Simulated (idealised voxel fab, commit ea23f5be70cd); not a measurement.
The name of this process module is voxel released beams.
The width of the displayed cross-section, cut, is 255 nm; its cells are square, with a size of 5 nm.
For the purposes of this document, a cross-section shall be understood as a grid of square cells, specified as bands listed in top-to-bottom order, each band consisting of one or more rows of cells.
Each band's line starts with the height of the band's top and of its bottom, in nm. Then come its materials from left to right, each with its width in nm. One material with "everywhere" fills the band from edge to edge. "empty" is empty space.
The level at which height equals 0 is the one under which the wafer, as it arrives, is entirely one material. No lower edge exists for the bottom band, which continues downward and is notated as in "0 -> down".
When a width is written as two numbers, as in "30..40", the first number is the width in the top row of cells of the band and the second is the width in its bottom row, and the width changes by the same amount from each row to the next.
Key: "no change occurred" - step with no changed cell in the cross-section.
So "Enclosed void listing" is basically the list of trapped voids: any empty space of 8 cells or more that can't reach the top through an opening. They're written width x height at distance, the distance being from the left edge, and it's all nm.
Anything after a step's settings on that line? It's the simulator's own note about the step.
The setting "overlay nm" may be written on the line of a step. When the step uses a mask, the value reports how far to the right of the planned place the mask lay, and a negative value reports that it lay to the left.
[The steps planned for the process are as follows]
1) RECEIVE | material Si
2) CONFORMAL_DEP | material SiN | thk nm 5
3) DIRECTIONAL_DEP | material SiO2 | thk nm 20
4) MASKED_ETCH | tone open | mask id ANCHOR | width nm 40 | etch materials SiO2 | depth nm 20 | overlay nm 0
5) CONFORMAL_DEP | material TiN | thk nm 15
6) DIRECTIONAL_DEP | material aC | thk nm 10
7) PATTERN | tone cover | mask id BEAM | material resist | width nm 85 | thk nm 25 | overlay nm 0
8) DIRECTIONAL_ETCH | etch materials aC | depth nm 10
9) STRIP | etch materials resist
10) DIRECTIONAL_ETCH | etch materials TiN | depth nm 15
11) STRIP | etch materials aC
12) STRIP | etch materials SiO2
[First of two wafers, processed according to plan]
[So this is the incoming wafer in cross-section - it's already been through step 1]
- 0 -> down  Si everywhere
- Enclosed void listing: none
[Cross-section: wafer state after step 2]
- 5 -> 0  SiN everywhere
- Under the height 0 nothing was changed.
[Cross-section: wafer state after step 3]
- 25 -> 5  SiO2 everywhere
- Under the height 5 nothing was changed.
[Cross-section: wafer state after step 4]
- 25 -> 5  85 nm SiO2, then 40 nm empty, then 130 nm SiO2
- Under the height 5 nothing was changed.
[Cross-section: wafer state after step 5]
- 40 -> 25  100 nm TiN, then 10 nm empty, then 145 nm TiN
- 25 -> 20  85 nm SiO2, then 15 nm TiN, then 10 nm empty, then 15 nm TiN, then 130 nm SiO2
- 20 -> 5  85 nm SiO2, then 40 nm TiN, then 130 nm SiO2
- Under the height 5 nothing was changed.
[Cross-section: wafer state after step 6]
- 50 -> 40  100 nm aC, then 10 nm empty, then 145 nm aC
- 40 -> 30  100 nm TiN, then 10 nm empty, then 145 nm TiN
- 30 -> 25  100 nm TiN, then 10 nm aC, then 145 nm TiN
- 25 -> 20  85 nm SiO2, then 15 nm TiN, then 10 nm aC, then 15 nm TiN, then 130 nm SiO2
- Under the height 20 nothing was changed.
[Cross-section: wafer state after step 7]
- 75 -> 50  80 nm empty, then 85 nm resist, then 90 nm empty
- 50 -> 40  100 nm aC, then 10 nm resist, then 145 nm aC
- 40 -> 30  100 nm TiN, then 10 nm resist, then 145 nm TiN
- Under the height 30 nothing was changed.
[Cross-section: wafer state after step 8]
- 65 -> 50  80 nm empty, then 85 nm resist, then 90 nm empty
- 50 -> 40  80 nm empty, then 20 nm aC, then 10 nm resist, then 55 nm aC, then 90 nm empty
- Under the height 40 nothing was changed.
[Cross-section: wafer state after step 9]
- 50 -> 40  80 nm empty, then 20 nm aC, then 10 nm empty, then 55 nm aC, then 90 nm empty
- 40 -> 30  100 nm TiN, then 10 nm empty, then 145 nm TiN
- Under the height 30 nothing was changed.
[Cross-section: wafer state after step 10]
- 50 -> 40  80 nm empty, then 20 nm aC, then 10 nm empty, then 55 nm aC, then 90 nm empty
- 40 -> 30  80 nm empty, then 20 nm TiN, then 10 nm empty, then 55 nm TiN, then 90 nm empty
- 30 -> 25  80 nm empty, then 20 nm TiN, then 10 nm aC, then 55 nm TiN, then 90 nm empty
- Under the height 25 nothing was changed.
[Cross-section: wafer state after step 11]
- 40 -> 25  80 nm empty, then 20 nm TiN, then 10 nm empty, then 55 nm TiN, then 90 nm empty
- 25 -> 20  85 nm SiO2, then 15 nm TiN, then 10 nm empty, then 15 nm TiN, then 130 nm SiO2
- Under the height 20 nothing was changed.
[Cross-section: wafer state after step 12]
- 40 -> 25  80 nm empty, then 20 nm TiN, then 10 nm empty, then 55 nm TiN, then 90 nm empty
- 25 -> 20  85 nm empty, then 15 nm TiN, then 10 nm empty, then 15 nm TiN, then 130 nm empty
- 20 -> 5  85 nm empty, then 40 nm TiN, then 130 nm empty
- Under the height 5 nothing was changed.
[Second wafer. Start and plan as for the first. One mistake made in running. Agrees with the first up to and including step 2]
The second wafer in cross-section, at the planned close of step 3: no change occurred
The second wafer in cross-section, at the planned close of step 4: no change occurred
[The second wafer in cross-section, at the planned close of step 5]
- 20 -> 5  TiN everywhere
- Under the height 5 nothing was changed.
[The second wafer in cross-section, at the planned close of step 6]
- 30 -> 20  aC everywhere
- Under the height 20 nothing was changed.
[The second wafer in cross-section, at the planned close of step 7]
- 55 -> 30  80 nm empty, then 85 nm resist, then 90 nm empty
- Under the height 30 nothing was changed.
[The second wafer in cross-section, at the planned close of step 8]
- 45 -> 30  80 nm empty, then 85 nm resist, then 90 nm empty
- 30 -> 20  80 nm empty, then 85 nm aC, then 90 nm empty
- Under the height 20 nothing was changed.
[The second wafer in cross-section, at the planned close of step 9]
- 30 -> 20  80 nm empty, then 85 nm aC, then 90 nm empty
- Under the height 20 nothing was changed.
[The second wafer in cross-section, at the planned close of step 10]
- 30 -> 20  80 nm empty, then 85 nm aC, then 90 nm empty
- 20 -> 5  80 nm empty, then 85 nm TiN, then 90 nm empty
- Under the height 5 nothing was changed.
[The second wafer in cross-section, at the planned close of step 11]
- 20 -> 5  80 nm empty, then 85 nm TiN, then 90 nm empty
- Under the height 5 nothing was changed.
The second wafer in cross-section, at the planned close of step 12: no change occurred
Misprocessing identified: step 3 of the plan was omitted and not executed
Final cells, second wafer relative to first, materials higher or lower: -24 TiN
